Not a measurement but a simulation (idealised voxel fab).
The document below concerns the process module designated voxel capacitor over wiring.
Cross-section cut spans 165 nm and uses square cells 5 nm in size.
A cross-section is a grid of square cells, given in bands from the top down. A band is one or more rows of cells.
Read a band's entry like this: the first values are the height of its top and the height of its bottom in nm, and what follows is the sequence of materials from left to right, each with its width in nm. Note that "blank" is empty space, and that a single material marked "throughout" reaches across the band from edge to edge.
Height is counted from the level 0, under which the received wafer is composed throughout of one material. The lowest of the bands is not closed at the bottom but continues downward, in the notation "z 0 and below".
Note: "30 to 40" means the width goes from the first number (top row of the band) to the second number (bottom row) in equal steps per row of cells.
Step note "no alterations made" = no cross-section cell changed.
In the "Enclosed void entries" entry, you get each enclosed empty space of 8 cells or more, one with no open way to the top, written width x height at distance, distance from the left edge, in nm.
Where a step's line continues beyond its settings, the continuation is a remark by the simulator itself on that step.
overlay nm: for a step with a mask, the amount by which the mask lay right of where it was planned; a negative amount means left of it.
## Process steps - plan
1: RECEIVE, material Si
2: CONFORMAL_DEP, material SiO2, thk nm 10
3: DIRECTIONAL_DEP, material TiN, thk nm 5
4: DIRECTIONAL_DEP, material W, thk nm 15
5: MASKED_ETCH, tone cover, mask id METAL_1, width nm 25, pitch nm 75, etch materials W, depth nm 15, overlay nm 0
6: MASKED_ETCH, tone cover, mask id METAL_1, width nm 25, pitch nm 75, etch materials TiN, depth nm 5, overlay nm 0
7: FILL_DEP, material lowk, thk nm 5
8: CMP, height nm 30
9: CONFORMAL_DEP, material SiCN, thk nm 5
10: DIRECTIONAL_DEP, material lowk, thk nm 20
11: PATTERN, tone open, mask id PLUG_1, material resist, width nm 15, thk nm 15, overlay nm 0
12: DIRECTIONAL_ETCH, etch materials lowk, depth nm 20
13: DIRECTIONAL_ETCH, etch materials SiCN, depth nm 5
14: STRIP, etch materials resist
15: EPI, material Ru, thk nm 10
16: EPI, material Ru, thk nm 10
17: EPI, material Ru, thk nm 5
18: DIRECTIONAL_DEP, material TiN, thk nm 5
19: DIRECTIONAL_DEP, material HfO2, thk nm 5
20: DIRECTIONAL_DEP, material TiN, thk nm 5
21: PATTERN, tone cover, mask id UPPER_PLATE, material resist, width nm 55, thk nm 15, overlay nm 0
22: DIRECTIONAL_ETCH, etch materials TiN, depth nm 5
23: DIRECTIONAL_ETCH, etch materials HfO2, depth nm 5
24: STRIP, etch materials resist
25: PATTERN, tone cover, mask id LOWER_PLATE, material resist, width nm 65, thk nm 15, overlay nm 0
26: DIRECTIONAL_ETCH, etch materials TiN, depth nm 5
27: STRIP, etch materials resist
28: FILL_DEP, material SiO2, thk nm 15
29: CMP, height nm 80
30: PATTERN, tone open, mask id PLUG_2, material resist, width nm 15, thk nm 15, overlay nm 0
31: DIRECTIONAL_ETCH, etch materials SiO2, depth nm 10
32: STRIP, etch materials resist
33: CONFORMAL_DEP, material TiN, thk nm 5
34: FILL_DEP, material Ru, thk nm 5
35: CMP, height nm 80
36: CONFORMAL_DEP, material SiCN, thk nm 5
## The first of two wafers, run as planned
## Incoming wafer, cross-sectional view, post step 1
> z 0 and below: Si throughout
> Enclosed void entries: none
## Step 2 complete: cross-section through the wafer
> z 10 to 0: SiO2 throughout
> Below 0, no change.
## Step 3 complete: cross-section through the wafer
> z 15 to 10: TiN throughout
> Below 10, no change.
## Step 4 complete: cross-section through the wafer
> z 30 to 15: W throughout
> Below 15, no change.
## Step 5 complete: cross-section through the wafer
> z 30 to 15: 30 of blank | 25 of W | 50 of blank | 25 of W | 35 of blank
> Below 15, no change.
## Step 6 complete: cross-section through the wafer
> z 30 to 15: 30 of blank | 25 of W | 50 of blank | 25 of W | 35 of blank
> z 15 to 10: 30 of blank | 25 of TiN | 50 of blank | 25 of TiN | 35 of blank
> Below 10, no change.
## Step 7 complete: cross-section through the wafer
> z 35 to 30: lowk throughout
> z 30 to 15: 30 of lowk | 25 of W | 50 of lowk | 25 of W | 35 of lowk
> z 15 to 10: 30 of lowk | 25 of TiN | 50 of lowk | 25 of TiN | 35 of lowk
> Below 10, no change.
## Step 8 complete: cross-section through the wafer
> z 30 to 15: 30 of lowk | 25 of W | 50 of lowk | 25 of W | 35 of lowk
> Below 15, no change.
## Step 9 complete: cross-section through the wafer
> z 35 to 30: SiCN throughout
> Below 30, no change.
## Step 10 complete: cross-section through the wafer
> z 55 to 35: lowk throughout
> Below 35, no change.
## Step 11 complete: cross-section through the wafer
> z 70 to 55: 40 of resist | 15 of blank | 110 of resist
> Below 55, no change.
## Step 12 complete: cross-section through the wafer
> z 70 to 55: 40 of resist | 15 of blank | 110 of resist
> z 55 to 35: 40 of lowk | 15 of blank | 110 of lowk
> Below 35, no change.
## Step 13 complete: cross-section through the wafer
> z 70 to 55: 40 of resist | 15 of blank | 110 of resist
> z 55 to 35: 40 of lowk | 15 of blank | 110 of lowk
> z 35 to 30: 40 of SiCN | 15 of blank | 110 of SiCN
> Below 30, no change.
## Step 14 complete: cross-section through the wafer
> z 55 to 35: 40 of lowk | 15 of blank | 110 of lowk
> Below 35, no change.
## Step 15 complete: cross-section through the wafer
> z 55 to 40: 40 of lowk | 15 of blank | 110 of lowk
> z 40 to 35: 40 of lowk | 15 of Ru | 110 of lowk
> z 35 to 30: 40 of SiCN | 15 of Ru | 110 of SiCN
> Below 30, no change.
## Step 16 complete: cross-section through the wafer
> z 55 to 50: 40 of lowk | 15 of blank | 110 of lowk
> z 50 to 35: 40 of lowk | 15 of Ru | 110 of lowk
> Below 35, no change.
## Step 17 complete: cross-section through the wafer
> z 55 to 35: 40 of lowk | 15 of Ru | 110 of lowk
> Below 35, no change.
## Step 18 complete: cross-section through the wafer
> z 60 to 55: TiN throughout
> Below 55, no change.
## Step 19 complete: cross-section through the wafer
> z 65 to 60: HfO2 throughout
> Below 60, no change.
## Step 20 complete: cross-section through the wafer
> z 70 to 65: TiN throughout
> Below 65, no change.
## Step 21 complete: cross-section through the wafer
> z 85 to 70: 40 of blank | 55 of resist | 70 of blank
> Below 70, no change.
## Step 22 complete: cross-section through the wafer
> z 85 to 70: 40 of blank | 55 of resist | 70 of blank
> z 70 to 65: 40 of blank | 55 of TiN | 70 of blank
> Below 65, no change.
## Step 23 complete: cross-section through the wafer
> z 85 to 70: 40 of blank | 55 of resist | 70 of blank
> z 70 to 65: 40 of blank | 55 of TiN | 70 of blank
> z 65 to 60: 40 of blank | 55 of HfO2 | 70 of blank
> Below 60, no change.
## Step 24 complete: cross-section through the wafer
> z 70 to 65: 40 of blank | 55 of TiN | 70 of blank
> Below 65, no change.
## Step 25 complete: cross-section through the wafer
> z 85 to 70: 35 of blank | 65 of resist | 65 of blank
> z 70 to 65: 35 of blank | 5 of resist | 55 of TiN | 5 of resist | 65 of blank
> z 65 to 60: 35 of blank | 5 of resist | 55 of HfO2 | 5 of resist | 65 of blank
> Below 60, no change.
## Step 26 complete: cross-section through the wafer
> z 85 to 70: 35 of blank | 65 of resist | 65 of blank
> z 70 to 65: 35 of blank | 5 of resist | 55 of TiN | 5 of resist | 65 of blank
> z 65 to 60: 35 of blank | 5 of resist | 55 of HfO2 | 5 of resist | 65 of blank
> z 60 to 55: 35 of blank | 65 of TiN | 65 of blank
> Below 55, no change.
## Step 27 complete: cross-section through the wafer
> z 70 to 65: 40 of blank | 55 of TiN | 70 of blank
> z 65 to 60: 40 of blank | 55 of HfO2 | 70 of blank
> Below 60, no change.
## Step 28 complete: cross-section through the wafer
> z 85 to 70: SiO2 throughout
> z 70 to 65: 40 of SiO2 | 55 of TiN | 70 of SiO2
> z 65 to 60: 40 of SiO2 | 55 of HfO2 | 70 of SiO2
> z 60 to 55: 35 of SiO2 | 65 of TiN | 65 of SiO2
> Below 55, no change.
## Step 29 complete: cross-section through the wafer
> z 80 to 70: SiO2 throughout
> Below 70, no change.
## Step 30 complete: cross-section through the wafer
> z 95 to 80: 50 of resist | 15 of blank | 100 of resist
> Below 80, no change.
## Step 31 complete: cross-section through the wafer
> z 95 to 80: 50 of resist | 15 of blank | 100 of resist
> z 80 to 70: 50 of SiO2 | 15 of blank | 100 of SiO2
> Below 70, no change.
## Step 32 complete: cross-section through the wafer
> z 80 to 70: 50 of SiO2 | 15 of blank | 100 of SiO2
> Below 70, no change.
## Step 33 complete: cross-section through the wafer
> z 85 to 80: 55 of TiN | 5 of blank | 105 of TiN
> z 80 to 75: 50 of SiO2 | 5 of TiN | 5 of blank | 5 of TiN | 100 of SiO2
> z 75 to 65: 50 to 40 of SiO2 | 15 to 55 of TiN | 100 to 70 of SiO2
> Below 65, no change.
## Step 34 complete: cross-section through the wafer
> z 90 to 85: Ru throughout
> z 85 to 80: 55 of TiN | 5 of Ru | 105 of TiN
> z 80 to 75: 50 of SiO2 | 5 of TiN | 5 of Ru | 5 of TiN | 100 of SiO2
> Below 75, no change.
## Step 35 complete: cross-section through the wafer
> z 80 to 75: 50 of SiO2 | 5 of TiN | 5 of Ru | 5 of TiN | 100 of SiO2
> Below 75, no change.
## Step 36 complete: cross-section through the wafer
> z 85 to 80: SiCN throughout
> Below 80, no change.
## Wafer two: like wafer one in start and plan, but with one mistake in execution; identical up to and including step 17
The second wafer cut through, at the time step 18 was supposed to be finished: no alterations made
## The second wafer cut through, at the time step 19 was supposed to be finished
> z 60 to 55: HfO2 throughout
> Below 55, no change.
## The second wafer cut through, at the time step 20 was supposed to be finished
> z 65 to 60: TiN throughout
> Below 60, no change.
## The second wafer cut through, at the time step 21 was supposed to be finished
> z 80 to 65: 40 of blank | 55 of resist | 70 of blank
> Below 65, no change.
## The second wafer cut through, at the time step 22 was supposed to be finished
> z 80 to 65: 40 of blank | 55 of resist | 70 of blank
> z 65 to 60: 40 of blank | 55 of TiN | 70 of blank
> Below 60, no change.
## The second wafer cut through, at the time step 23 was supposed to be finished
> z 80 to 65: 40 of blank | 55 of resist | 70 of blank
> z 65 to 60: 40 of blank | 55 of TiN | 70 of blank
> z 60 to 55: 40 of blank | 55 of HfO2 | 70 of blank
> Below 55, no change.
## The second wafer cut through, at the time step 24 was supposed to be finished
> z 65 to 60: 40 of blank | 55 of TiN | 70 of blank
> Below 60, no change.
## The second wafer cut through, at the time step 25 was supposed to be finished
> z 80 to 65: 35 of blank | 65 of resist | 65 of blank
> z 65 to 60: 35 of blank | 5 of resist | 55 of TiN | 5 of resist | 65 of blank
> z 60 to 55: 35 of blank | 5 of resist | 55 of HfO2 | 5 of resist | 65 of blank
> Below 55, no change.
The second wafer cut through, at the time step 26 was supposed to be finished: no alterations made
## The second wafer cut through, at the time step 27 was supposed to be finished
> z 65 to 60: 40 of blank | 55 of TiN | 70 of blank
> z 60 to 55: 40 of blank | 55 of HfO2 | 70 of blank
> Below 55, no change.
## The second wafer cut through, at the time step 28 was supposed to be finished
> z 80 to 65: SiO2 throughout
> z 65 to 60: 40 of SiO2 | 55 of TiN | 70 of SiO2
> z 60 to 55: 40 of SiO2 | 55 of HfO2 | 70 of SiO2
> Below 55, no change.
The second wafer cut through, at the time step 29 was supposed to be finished: no alterations made
## The second wafer cut through, at the time step 30 was supposed to be finished
> z 95 to 80: 50 of resist | 15 of blank | 100 of resist
> Below 80, no change.
## The second wafer cut through, at the time step 31 was supposed to be finished
> z 95 to 80: 50 of resist | 15 of blank | 100 of resist
> z 80 to 70: 50 of SiO2 | 15 of blank | 100 of SiO2
> Below 70, no change.
## The second wafer cut through, at the time step 32 was supposed to be finished
> z 80 to 70: 50 of SiO2 | 15 of blank | 100 of SiO2
> Below 70, no change.
## The second wafer cut through, at the time step 33 was supposed to be finished
> z 85 to 80: 55 of TiN | 5 of blank | 105 of TiN
> z 80 to 75: 50 of SiO2 | 5 of TiN | 5 of blank | 5 of TiN | 100 of SiO2
> z 75 to 70: 50 of SiO2 | 15 of TiN | 100 of SiO2
> Below 70, no change.
## The second wafer cut through, at the time step 34 was supposed to be finished
> z 90 to 85: Ru throughout
> z 85 to 80: 55 of TiN | 5 of Ru | 105 of TiN
> z 80 to 75: 50 of SiO2 | 5 of TiN | 5 of Ru | 5 of TiN | 100 of SiO2
> Below 75, no change.
## The second wafer cut through, at the time step 35 was supposed to be finished
> z 80 to 75: 50 of SiO2 | 5 of TiN | 5 of Ru | 5 of TiN | 100 of SiO2
> Below 75, no change.
## The second wafer cut through, at the time step 36 was supposed to be finished
> z 85 to 80: SiCN throughout
> Below 80, no change.
The mistake made against the process plan was this: step 18 of the plan was excluded from execution and never run
At the finish, the second wafer shows more or fewer cells for some materials than the first does: +13 SiO2; -13 TiN
